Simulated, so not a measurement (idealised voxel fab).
process module | voxel spacer lines
cross-section cut | 265 nm wide | cells 5 nm
A cross-section is a grid of square cells, given in bands from the top down. A band is one or more rows of cells.
Each band's line starts with the height of the band's top and of its bottom, in nm. Then come its materials from left to right, each with its width in nm. One material with "throughout" fills the band from edge to edge. "air" is empty space.
Height 0 is the level under which the wafer as received is all one material. The lowest band goes on downwards, as in "0 down".
A width such as "30 to 40" changes by the same amount from each row of cells to the next, from the band's top row to its bottom row.
"no change" after a step means that no cell of the cross-section changed.
closed voids: empty space of 8 cells or more with no open way to the top, each as width x height at its distance from the left edge, in nm
after a step's settings: what the simulator itself notes on the step
overlay nm, on a step with a mask: how far to the right of its planned place the mask lay; to the left if negative
Each pair below shows a cross-section before one step and the cross-section after it, down to the lowest band that changed. The line under each pair gives the step between them, with its settings. The pairs can come from different runs of this module on the same starting wafer, so a pair continues from the pair above only where its "before" says so.
before
  0 down: Si throughout
  closed voids: none
after
  5 to 0: Al2O3 throughout
  below 0: unchanged
  closed voids: none
the step between: op CONFORMAL_DEP | material Al2O3 | thk nm 5
before: the cross-section after the pair above
after
  25 to 5: W throughout
  below 5: unchanged
  closed voids: none
the step between: op DIRECTIONAL_DEP | material W | thk nm 20
before: the cross-section after the pair above
after
  50 to 25: polySi throughout
  below 25: unchanged
  closed voids: none
the step between: op DIRECTIONAL_DEP | material polySi | thk nm 25
before: the cross-section after the pair above
after
  80 to 50: air 40 | resist 25 | air 55 | resist 25 | air 55 | resist 25 | air 40
  below 50: unchanged
  closed voids: none
the step between: op PATTERN | tone cover | mask id MANDREL | material resist | width nm 25 | pitch nm 80 | thk nm 30 | overlay nm 0
before: the cross-section after the pair above
after
  80 to 50: air 40 | resist 25 | air 55 | resist 25 | air 55 | resist 25 | air 40
  50 to 25: air 40 | polySi 25 | air 55 | polySi 25 | air 55 | polySi 25 | air 40
  below 25: unchanged
  closed voids: none
the step between: op DIRECTIONAL_ETCH | etch materials polySi | depth nm 25
before: the cross-section after the pair above
after
  50 to 25: air 40 | polySi 25 | air 55 | polySi 25 | air 55 | polySi 25 | air 40
  below 25: unchanged
  closed voids: none
the step between: op STRIP | etch materials resist
before: the cross-section after the pair above
after
  65 to 50: air 25 | SiN 55 | air 25 | SiN 55 | air 25 | SiN 55 | air 25
  50 to 40: air 25 | SiN 15 | polySi 25 | SiN 15 | air 25 | SiN 15 | polySi 25 | SiN 15 | air 25 | SiN 15 | polySi 25 | SiN 15 | air 25
  40 to 25: SiN 40 | polySi 25 | SiN 55 | polySi 25 | SiN 55 | polySi 25 | SiN 40
  below 25: unchanged
  closed voids: none
the step between: op CONFORMAL_DEP | material SiN | thk nm 15
before: the cross-section after the pair above
after
  50 to 25: air 25 | SiN 15 | polySi 25 | SiN 15 | air 25 | SiN 15 | polySi 25 | SiN 15 | air 25 | SiN 15 | polySi 25 | SiN 15 | air 25
  below 25: unchanged
  closed voids: none
the step between: op DIRECTIONAL_ETCH | etch materials SiN | depth nm 15
before: the cross-section after the pair above
after
  50 to 25: air 25 | SiN 15 | air 25 | SiN 15 | air 25 | SiN 15 | air 25 | SiN 15 | air 25 | SiN 15 | air 25 | SiN 15 | air 25
  below 25: unchanged
  closed voids: none
the step between: op STRIP | etch materials polySi
before: the cross-section after the pair above
after
  50 to 25: air 25 | SiN 15 | air 25 | SiN 15 | air 25 | SiN 15 | air 25 | SiN 15 | air 25 | SiN 15 | air 25 | SiN 15 | air 25
  25 to 5: air 25 | W 15 | air 25 | W 15 | air 25 | W 15 | air 25 | W 15 | air 25 | W 15 | air 25 | W 15 | air 25
  below 5: unchanged
  closed voids: none
the step between: op DIRECTIONAL_ETCH | etch materials W | depth nm 20
before: the cross-section after the pair above
after
  25 to 5: air 25 | W 15 | air 25 | W 15 | air 25 | W 15 | air 25 | W 15 | air 25 | W 15 | air 25 | W 15 | air 25
  below 5: unchanged
  closed voids: none
the step between: op STRIP | etch materials SiN
before: the cross-section after the pair above
after
  30 to 25: SiO2 throughout
  25 to 5: SiO2 25 | W 15 | SiO2 25 | W 15 | SiO2 25 | W 15 | SiO2 25 | W 15 | SiO2 25 | W 15 | SiO2 25 | W 15 | SiO2 25
  below 5: unchanged
  closed voids: none
the step between: op FILL_DEP | material SiO2 | thk nm 5
before: the cross-section after the pair above
after
  25 to 5: SiO2 25 | W 15 | SiO2 25 | W 15 | SiO2 25 | W 15 | SiO2 25 | W 15 | SiO2 25 | W 15 | SiO2 25 | W 15 | SiO2 25
  below 5: unchanged
  closed voids: none
the step between: op CMP | height nm 25
before
  0 down: Si throughout
  closed voids: none
after
  20 to 0: W throughout
  below 0: unchanged
  closed voids: none
the step between: op DIRECTIONAL_DEP | material W | thk nm 20
before: the cross-section after the pair above
after
  45 to 20: polySi throughout
  below 20: unchanged
  closed voids: none
the step between: op DIRECTIONAL_DEP | material polySi | thk nm 25
before: the cross-section after the pair above
after
  75 to 45: air 40 | resist 25 | air 55 | resist 25 | air 55 | resist 25 | air 40
  below 45: unchanged
  closed voids: none
the step between: op PATTERN | tone cover | mask id MANDREL | material resist | width nm 25 | pitch nm 80 | thk nm 30 | overlay nm 0
before: the cross-section after the pair above
after
  75 to 45: air 40 | resist 25 | air 55 | resist 25 | air 55 | resist 25 | air 40
  45 to 20: air 40 | polySi 25 | air 55 | polySi 25 | air 55 | polySi 25 | air 40
  below 20: unchanged
  closed voids: none
the step between: op DIRECTIONAL_ETCH | etch materials polySi | depth nm 25
before: the cross-section after the pair above
after
  45 to 20: air 40 | polySi 25 | air 55 | polySi 25 | air 55 | polySi 25 | air 40
  below 20: unchanged
  closed voids: none
the step between: op STRIP | etch materials resist
before: the cross-section after the pair above
after
  60 to 45: air 25 | SiN 55 | air 25 | SiN 55 | air 25 | SiN 55 | air 25
  45 to 35: air 25 | SiN 15 | polySi 25 | SiN 15 | air 25 | SiN 15 | polySi 25 | SiN 15 | air 25 | SiN 15 | polySi 25 | SiN 15 | air 25
  35 to 20: SiN 40 | polySi 25 | SiN 55 | polySi 25 | SiN 55 | polySi 25 | SiN 40
  below 20: unchanged
  closed voids: none
the step between: op CONFORMAL_DEP | material SiN | thk nm 15
before: the cross-section after the pair above
after
  45 to 20: air 25 | SiN 15 | polySi 25 | SiN 15 | air 25 | SiN 15 | polySi 25 | SiN 15 | air 25 | SiN 15 | polySi 25 | SiN 15 | air 25
  below 20: unchanged
  closed voids: none
the step between: op DIRECTIONAL_ETCH | etch materials SiN | depth nm 15
before: the cross-section after the pair above
after
  45 to 20: air 25 | SiN 15 | air 25 | SiN 15 | air 25 | SiN 15 | air 25 | SiN 15 | air 25 | SiN 15 | air 25 | SiN 15 | air 25
  below 20: unchanged
  closed voids: none
the step between: op STRIP | etch materials polySi
before: the cross-section after the pair above
after
  45 to 20: air 25 | SiN 15 | air 25 | SiN 15 | air 25 | SiN 15 | air 25 | SiN 15 | air 25 | SiN 15 | air 25 | SiN 15 | air 25
  20 to 0: air 25 | W 15 | air 25 | W 15 | air 25 | W 15 | air 25 | W 15 | air 25 | W 15 | air 25 | W 15 | air 25
  below 0: unchanged
  closed voids: none
the step between: op DIRECTIONAL_ETCH | etch materials W | depth nm 20
before: the cross-section after the pair above
after
  20 to 0: air 25 | W 15 | air 25 | W 15 | air 25 | W 15 | air 25 | W 15 | air 25 | W 15 | air 25 | W 15 | air 25
  below 0: unchanged
  closed voids: none
the step between: op STRIP | etch materials SiN
before: the cross-section after the pair above
after
  25 to 20: SiO2 throughout
  20 to 0: SiO2 25 | W 15 | SiO2 25 | W 15 | SiO2 25 | W 15 | SiO2 25 | W 15 | SiO2 25 | W 15 | SiO2 25 | W 15 | SiO2 25
  below 0: unchanged
  closed voids: none
the step between: op FILL_DEP | material SiO2 | thk nm 5
before
  20 to 0: W throughout
  0 down: Si throughout
  closed voids: none
after
  25 to 20: Al2O3 throughout
  below 20: unchanged
  closed voids: none
the step between: op CONFORMAL_DEP | material Al2O3 | thk nm 5
before: the cross-section after the pair above
after
  50 to 25: polySi throughout
  below 25: unchanged
  closed voids: none
the step between: op DIRECTIONAL_DEP | material polySi | thk nm 25
before: the cross-section after the pair above
after
  80 to 50: air 40 | resist 25 | air 55 | resist 25 | air 55 | resist 25 | air 40
  below 50: unchanged
  closed voids: none
the step between: op PATTERN | tone cover | mask id MANDREL | material resist | width nm 25 | pitch nm 80 | thk nm 30 | overlay nm 0
before: the cross-section after the pair above
after
  80 to 50: air 40 | resist 25 | air 55 | resist 25 | air 55 | resist 25 | air 40
  50 to 25: air 40 | polySi 25 | air 55 | polySi 25 | air 55 | polySi 25 | air 40
  below 25: unchanged
  closed voids: none
the step between: op DIRECTIONAL_ETCH | etch materials polySi | depth nm 25
before: the cross-section after the pair above
after
  50 to 25: air 40 | polySi 25 | air 55 | polySi 25 | air 55 | polySi 25 | air 40
  below 25: unchanged
  closed voids: none
the step between: op STRIP | etch materials resist
before: the cross-section after the pair above
after
  65 to 50: air 25 | SiN 55 | air 25 | SiN 55 | air 25 | SiN 55 | air 25
  50 to 40: air 25 | SiN 15 | polySi 25 | SiN 15 | air 25 | SiN 15 | polySi 25 | SiN 15 | air 25 | SiN 15 | polySi 25 | SiN 15 | air 25
  40 to 25: SiN 40 | polySi 25 | SiN 55 | polySi 25 | SiN 55 | polySi 25 | SiN 40
  below 25: unchanged
  closed voids: none
the step between: op CONFORMAL_DEP | material SiN | thk nm 15
before: the cross-section after the pair above
after
  50 to 25: air 25 | SiN 15 | polySi 25 | SiN 15 | air 25 | SiN 15 | polySi 25 | SiN 15 | air 25 | SiN 15 | polySi 25 | SiN 15 | air 25
  below 25: unchanged
  closed voids: none
the step between: op DIRECTIONAL_ETCH | etch materials SiN | depth nm 15
before: the cross-section after the pair above
after
  50 to 25: air 25 | SiN 15 | air 25 | SiN 15 | air 25 | SiN 15 | air 25 | SiN 15 | air 25 | SiN 15 | air 25 | SiN 15 | air 25
  below 25: unchanged
  closed voids: none
the step between: op STRIP | etch materials polySi
before: the cross-section after the pair above
after
  25 to 20: Al2O3 throughout
  below 20: unchanged
  closed voids: none
the step between: op STRIP | etch materials SiN
before: the cross-section after the pair above
after
  30 to 25: SiO2 throughout
  below 25: unchanged
  closed voids: none
the step between: op FILL_DEP | material SiO2 | thk nm 5
before: the cross-section after the pair above
after
  25 to 20: Al2O3 throughout
  below 20: unchanged
  closed voids: none
the step between: op CMP | height nm 25
before
  5 to 0: Al2O3 throughout
  0 down: Si throughout
  closed voids: none
after
  20 to 5: W throughout
  below 5: unchanged
  closed voids: none
the step between: op DIRECTIONAL_DEP | material W | thk nm 15
before: the cross-section after the pair above
after
  45 to 20: polySi throughout
  below 20: unchanged
  closed voids: none
the step between: op DIRECTIONAL_DEP | material polySi | thk nm 25
before: the cross-section after the pair above
after
  75 to 45: air 40 | resist 25 | air 55 | resist 25 | air 55 | resist 25 | air 40
  below 45: unchanged
  closed voids: none
the step between: op PATTERN | tone cover | mask id MANDREL | material resist | width nm 25 | pitch nm 80 | thk nm 30 | overlay nm 0
before: the cross-section after the pair above
after
  75 to 45: air 40 | resist 25 | air 55 | resist 25 | air 55 | resist 25 | air 40
  45 to 20: air 40 | polySi 25 | air 55 | polySi 25 | air 55 | polySi 25 | air 40
  below 20: unchanged
  closed voids: none
the step between: op DIRECTIONAL_ETCH | etch materials polySi | depth nm 25
before: the cross-section after the pair above
after
  45 to 20: air 40 | polySi 25 | air 55 | polySi 25 | air 55 | polySi 25 | air 40
  below 20: unchanged
  closed voids: none
the step between: op STRIP | etch materials resist
before: the cross-section after the pair above
after
  60 to 45: air 25 | SiN 55 | air 25 | SiN 55 | air 25 | SiN 55 | air 25
  45 to 35: air 25 | SiN 15 | polySi 25 | SiN 15 | air 25 | SiN 15 | polySi 25 | SiN 15 | air 25 | SiN 15 | polySi 25 | SiN 15 | air 25
  35 to 20: SiN 40 | polySi 25 | SiN 55 | polySi 25 | SiN 55 | polySi 25 | SiN 40
  below 20: unchanged
  closed voids: none
the step between: op CONFORMAL_DEP | material SiN | thk nm 15
before: the cross-section after the pair above
after
  45 to 20: air 25 | SiN 15 | polySi 25 | SiN 15 | air 25 | SiN 15 | polySi 25 | SiN 15 | air 25 | SiN 15 | polySi 25 | SiN 15 | air 25
  below 20: unchanged
  closed voids: none
the step between: op DIRECTIONAL_ETCH | etch materials SiN | depth nm 15
before: the cross-section after the pair above
after
  45 to 20: air 25 | SiN 15 | air 25 | SiN 15 | air 25 | SiN 15 | air 25 | SiN 15 | air 25 | SiN 15 | air 25 | SiN 15 | air 25
  below 20: unchanged
  closed voids: none
the step between: op STRIP | etch materials polySi
before: the cross-section after the pair above
after
  45 to 20: air 25 | SiN 15 | air 25 | SiN 15 | air 25 | SiN 15 | air 25 | SiN 15 | air 25 | SiN 15 | air 25 | SiN 15 | air 25
  20 to 5: air 25 | W 15 | air 25 | W 15 | air 25 | W 15 | air 25 | W 15 | air 25 | W 15 | air 25 | W 15 | air 25
  below 5: unchanged
  closed voids: none
the step between: op DIRECTIONAL_ETCH | etch materials W | depth nm 20
before: the cross-section after the pair above
after
  20 to 5: air 25 | W 15 | air 25 | W 15 | air 25 | W 15 | air 25 | W 15 | air 25 | W 15 | air 25 | W 15 | air 25
  below 5: unchanged
  closed voids: none
the step between: op STRIP | etch materials SiN
before: the cross-section after the pair above
after
  25 to 20: SiO2 throughout
  20 to 5: SiO2 25 | W 15 | SiO2 25 | W 15 | SiO2 25 | W 15 | SiO2 25 | W 15 | SiO2 25 | W 15 | SiO2 25 | W 15 | SiO2 25
  below 5: unchanged
  closed voids: none
the step between: op FILL_DEP | material SiO2 | thk nm 5
before
  50 to 25: polySi throughout
  25 to 5: W throughout
  5 to 0: Al2O3 throughout
  0 down: Si throughout
  closed voids: none
after
  80 to 50: air 35 | resist 35 | air 45 | resist 35 | air 45 | resist 35 | air 35
  below 50: unchanged
  closed voids: none
the step between: op PATTERN | tone cover | mask id MANDREL | material resist | width nm 35 | pitch nm 80 | thk nm 30 | overlay nm 0
before: the cross-section after the pair above
after
  80 to 50: air 35 | resist 35 | air 45 | resist 35 | air 45 | resist 35 | air 35
  50 to 25: air 35 | polySi 35 | air 45 | polySi 35 | air 45 | polySi 35 | air 35
  below 25: unchanged
  closed voids: none
the step between: op DIRECTIONAL_ETCH | etch materials polySi | depth nm 25
before: the cross-section after the pair above
after
  50 to 25: air 35 | polySi 35 | air 45 | polySi 35 | air 45 | polySi 35 | air 35
  below 25: unchanged
  closed voids: none
the step between: op STRIP | etch materials resist
before: the cross-section after the pair above
after
  65 to 50: air 20 | SiN 65 | air 15 | SiN 65 | air 15 | SiN 65 | air 20
  50 to 40: air 20 | SiN 15 | polySi 35 | SiN 15 | air 15 | SiN 15 | polySi 35 | SiN 15 | air 15 | SiN 15 | polySi 35 | SiN 15 | air 20
  40 to 25: SiN 35 | polySi 35 | SiN 45 | polySi 35 | SiN 45 | polySi 35 | SiN 35
  below 25: unchanged
  closed voids: none
the step between: op CONFORMAL_DEP | material SiN | thk nm 15
before: the cross-section after the pair above
after
  50 to 25: air 20 | SiN 15 | polySi 35 | SiN 15 | air 15 | SiN 15 | polySi 35 | SiN 15 | air 15 | SiN 15 | polySi 35 | SiN 15 | air 20
  below 25: unchanged
  closed voids: none
the step between: op DIRECTIONAL_ETCH | etch materials SiN | depth nm 15
before: the cross-section after the pair above
after
  50 to 25: air 20 | SiN 15 | air 35 | SiN 15 | air 15 | SiN 15 | air 35 | SiN 15 | air 15 | SiN 15 | air 35 | SiN 15 | air 20
  below 25: unchanged
  closed voids: none
the step between: op STRIP | etch materials polySi
before: the cross-section after the pair above
after
  50 to 25: air 20 | SiN 15 | air 35 | SiN 15 | air 15 | SiN 15 | air 35 | SiN 15 | air 15 | SiN 15 | air 35 | SiN 15 | air 20
  25 to 5: air 20 | W 15 | air 35 | W 15 | air 15 | W 15 | air 35 | W 15 | air 15 | W 15 | air 35 | W 15 | air 20
  below 5: unchanged
  closed voids: none
the step between: op DIRECTIONAL_ETCH | etch materials W | depth nm 20
before: the cross-section after the pair above
after
  25 to 5: air 20 | W 15 | air 35 | W 15 | air 15 | W 15 | air 35 | W 15 | air 15 | W 15 | air 35 | W 15 | air 20
  below 5: unchanged
  closed voids: none
the step between: op STRIP | etch materials SiN
before: the cross-section after the pair above
after
  30 to 25: SiO2 throughout
  25 to 5: SiO2 20 | W 15 | SiO2 35 | W 15 | SiO2 15 | W 15 | SiO2 35 | W 15 | SiO2 15 | W 15 | SiO2 35 | W 15 | SiO2 20
  below 5: unchanged
  closed voids: none
the step between: op FILL_DEP | material SiO2 | thk nm 5
before: the cross-section after the pair above
after
  25 to 5: SiO2 20 | W 15 | SiO2 35 | W 15 | SiO2 15 | W 15 | SiO2 35 | W 15 | SiO2 15 | W 15 | SiO2 35 | W 15 | SiO2 20
  below 5: unchanged
  closed voids: none
the step between: op CMP | height nm 25
before
  50 to 25: polySi throughout
  25 to 5: W throughout
  5 to 0: Al2O3 throughout
  0 down: Si throughout
  closed voids: none
after
  80 to 50: air 35 | resist 25 | air 55 | resist 25 | air 55 | resist 25 | air 45
  below 50: unchanged
  closed voids: none
the step between: op PATTERN | tone cover | mask id MANDREL | material resist | width nm 25 | pitch nm 80 | thk nm 30 | overlay nm -5
before: the cross-section after the pair above
after
  80 to 50: air 35 | resist 25 | air 55 | resist 25 | air 55 | resist 25 | air 45
  50 to 25: air 35 | polySi 25 | air 55 | polySi 25 | air 55 | polySi 25 | air 45
  below 25: unchanged
  closed voids: none
the step between: op DIRECTIONAL_ETCH | etch materials polySi | depth nm 25
before: the cross-section after the pair above
after
  50 to 25: air 35 | polySi 25 | air 55 | polySi 25 | air 55 | polySi 25 | air 45
  below 25: unchanged
  closed voids: none
the step between: op STRIP | etch materials resist
before: the cross-section after the pair above
after
  65 to 50: air 20 | SiN 55 | air 25 | SiN 55 | air 25 | SiN 55 | air 30
  50 to 40: air 20 | SiN 15 | polySi 25 | SiN 15 | air 25 | SiN 15 | polySi 25 | SiN 15 | air 25 | SiN 15 | polySi 25 | SiN 15 | air 30
  40 to 25: SiN 35 | polySi 25 | SiN 55 | polySi 25 | SiN 55 | polySi 25 | SiN 45
  below 25: unchanged
  closed voids: none
the step between: op CONFORMAL_DEP | material SiN | thk nm 15
before: the cross-section after the pair above
after
  50 to 25: air 20 | SiN 15 | polySi 25 | SiN 15 | air 25 | SiN 15 | polySi 25 | SiN 15 | air 25 | SiN 15 | polySi 25 | SiN 15 | air 30
  below 25: unchanged
  closed voids: none
the step between: op DIRECTIONAL_ETCH | etch materials SiN | depth nm 15
before: the cross-section after the pair above
after
  50 to 25: air 20 | SiN 15 | air 25 | SiN 15 | air 25 | SiN 15 | air 25 | SiN 15 | air 25 | SiN 15 | air 25 | SiN 15 | air 30
  below 25: unchanged
  closed voids: none
the step between: op STRIP | etch materials polySi
before: the cross-section after the pair above
after
  50 to 25: air 20 | SiN 15 | air 25 | SiN 15 | air 25 | SiN 15 | air 25 | SiN 15 | air 25 | SiN 15 | air 25 | SiN 15 | air 30
  25 to 5: air 20 | W 15 | air 25 | W 15 | air 25 | W 15 | air 25 | W 15 | air 25 | W 15 | air 25 | W 15 | air 30
  below 5: unchanged
  closed voids: none
the step between: op DIRECTIONAL_ETCH | etch materials W | depth nm 20
before: the cross-section after the pair above
after
  25 to 5: air 20 | W 15 | air 25 | W 15 | air 25 | W 15 | air 25 | W 15 | air 25 | W 15 | air 25 | W 15 | air 30
  below 5: unchanged
  closed voids: none
the step between: op STRIP | etch materials SiN
before: the cross-section after the pair above
after
  30 to 25: SiO2 throughout
  25 to 5: SiO2 20 | W 15 | SiO2 25 | W 15 | SiO2 25 | W 15 | SiO2 25 | W 15 | SiO2 25 | W 15 | SiO2 25 | W 15 | SiO2 30
  below 5: unchanged
  closed voids: none
the step between: op FILL_DEP | material SiO2 | thk nm 5
before: the cross-section after the pair above
after
  25 to 5: SiO2 20 | W 15 | SiO2 25 | W 15 | SiO2 25 | W 15 | SiO2 25 | W 15 | SiO2 25 | W 15 | SiO2 25 | W 15 | SiO2 30
  below 5: unchanged
  closed voids: none
the step between: op CMP | height nm 25
before
  25 to 5: air 25 | W 15 | air 25 | W 15 | air 25 | W 15 | air 25 | W 15 | air 25 | W 15 | air 25 | W 15 | air 25
  5 to 0: Al2O3 throughout
  0 down: Si throughout
  closed voids: none
after
  30 to 25: polySi throughout
  25 to 5: polySi 25 | W 15 | polySi 25 | W 15 | polySi 25 | W 15 | polySi 25 | W 15 | polySi 25 | W 15 | polySi 25 | W 15 | polySi 25
  below 5: unchanged
  closed voids: none
the step between: op FILL_DEP | material polySi | thk nm 5
before: the cross-section after the pair above
after
  25 to 5: polySi 25 | W 15 | polySi 25 | W 15 | polySi 25 | W 15 | polySi 25 | W 15 | polySi 25 | W 15 | polySi 25 | W 15 | polySi 25
  below 5: unchanged
  closed voids: none
the step between: op CMP | height nm 25
